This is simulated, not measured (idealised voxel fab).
Presented below is a process module, voxel air gaps.
We display cut, a cross-section 210 nm in width whose square cells are each 5 nm.
Bands, listed from the top down, are how a cross-section gets written in this document; the cross-section itself is a grid of square cells, and a band is one or more rows of them.
First you get the band's top height and its bottom height, in nm, and then the materials it's made of, left to right, with each width in nm. If you see a single material with "edge to edge", that one covers the band edge to edge. "blank" is empty space.
Heights are expressed relative to 0, this being the level below which the as-received wafer comprises one material exclusively. The lowest band is unbounded in the downward direction and is denoted as in "z 0 and below".
Width spec "30 to 40" -> top row of cells at first value, bottom row at second value, equal per-row change in between.
"no change" (step): cross-section cells unchanged, all of them.
The list in "Sealed voids" covers empty spaces of 8 cells or more that cannot reach the top through any open way, and it gives each as width x height at distance; the distance is from the left edge, and width, height and distance are in nm.
Heads up: the bit after the settings on a step's line is the simulator's remark on that step.
overlay nm: on a step with a mask, how far right of its planned place the mask lay; negative means left.
**Here's what the planned process steps look like**
step 1: RECEIVE (material Si)
step 2: CONFORMAL_DEP (material SiO2; thk nm 15)
step 3: CONFORMAL_DEP (material SiCN; thk nm 5)
step 4: DIRECTIONAL_DEP (material SiO2; thk nm 40)
step 5: DIRECTIONAL_DEP (material aC; thk nm 15)
step 6: PATTERN (tone open; mask id LINES; material resist; width nm 20; pitch nm 50; thk nm 35; overlay nm 0)
step 7: DIRECTIONAL_ETCH (etch materials aC; depth nm 15)
step 8: STRIP (etch materials resist)
step 9: DIRECTIONAL_ETCH (etch materials SiO2; depth nm 40)
step 10: STRIP (etch materials aC)
step 11: CONFORMAL_DEP (material TiN; thk nm 5)
step 12: FILL_DEP (material Ru; thk nm 10)
step 13: CMP (height nm 60)
step 14: EPI (material Ru; thk nm 10)
step 15: SELECTIVE_ETCH (etch materials SiO2; depth nm 50)
step 16: CONFORMAL_DEP (material SiCN; thk nm 5)
**Cross-section of the wafer at receipt, which is the condition after step 1**
- z 0 and below: Si edge to edge
- Sealed voids: none
**Cross-sectional image of the first of two wafers at the end of the module, the run having proceeded as planned**
- z 75 to 70: blank 5 nm  SiCN 200 nm  blank 5 nm
- z 70 to 60: blank 5 nm  SiCN 5 nm  Ru 40 nm  SiCN 10 nm  Ru 40 nm  SiCN 10 nm  Ru 40 nm  SiCN 10 nm  Ru 40 nm  SiCN 5 nm  blank 5 nm
- z 60 to 55: blank 5 nm  SiCN 15 nm  TiN 5 nm  Ru 10 nm  TiN 5 nm  SiCN 30 nm  TiN 5 nm  Ru 10 nm  TiN 5 nm  SiCN 30 nm  TiN 5 nm  Ru 10 nm  TiN 5 nm  SiCN 30 nm  TiN 5 nm  Ru 10 nm  TiN 5 nm  SiCN 15 nm  blank 5 nm
- z 55 to 25: blank 15 nm  SiCN 5 nm  TiN 5 nm  Ru 10 nm  TiN 5 nm  SiCN 5 nm  blank 20 nm  SiCN 5 nm  TiN 5 nm  Ru 10 nm  TiN 5 nm  SiCN 5 nm  blank 20 nm  SiCN 5 nm  TiN 5 nm  Ru 10 nm  TiN 5 nm  SiCN 5 nm  blank 20 nm  SiCN 5 nm  TiN 5 nm  Ru 10 nm  TiN 5 nm  SiCN 5 nm  blank 15 nm
- z 25 to 20: SiCN 20 nm  TiN 20 nm  SiCN 30 nm  TiN 20 nm  SiCN 30 nm  TiN 20 nm  SiCN 30 nm  TiN 20 nm  SiCN 20 nm
- z 20 to 15: SiCN edge to edge
- z 15 to 0: SiO2 edge to edge
- z 0 and below: Si edge to edge
- Sealed voids: 20 x 30 at 45; 20 x 30 at 95; 20 x 30 at 145
**Here's the second of our two wafers sectioned at module end. Same start as the first, same plan, but one mistake got made running it**
- z 85 to 80: SiCN edge to edge
- z 80 to 60: Ru edge to edge
- z 60 to 25: SiO2 20 nm  TiN 5 nm  Ru 10 nm  TiN 5 nm  SiO2 30 nm  TiN 5 nm  Ru 10 nm  TiN 5 nm  SiO2 30 nm  TiN 5 nm  Ru 10 nm  TiN 5 nm  SiO2 30 nm  TiN 5 nm  Ru 10 nm  TiN 5 nm  SiO2 20 nm
- z 25 to 20: SiO2 20 nm  TiN 20 nm  SiO2 30 nm  TiN 20 nm  SiO2 30 nm  TiN 20 nm  SiO2 30 nm  TiN 20 nm  SiO2 20 nm
- z 20 to 15: SiCN edge to edge
- z 15 to 0: SiO2 edge to edge
- z 0 and below: Si edge to edge
- Sealed voids: none
Against the plan, the run slipped here: step 14 of the plan was carried out twice
Looking at both finished wafers in cells, the second ends up ahead of or behind the first on some materials: Ru: 104 more, SiCN: 112 fewer, SiO2: 208 more
In the final state there are 3 closed voids in the first wafer, compared with 0 in the second wafer.
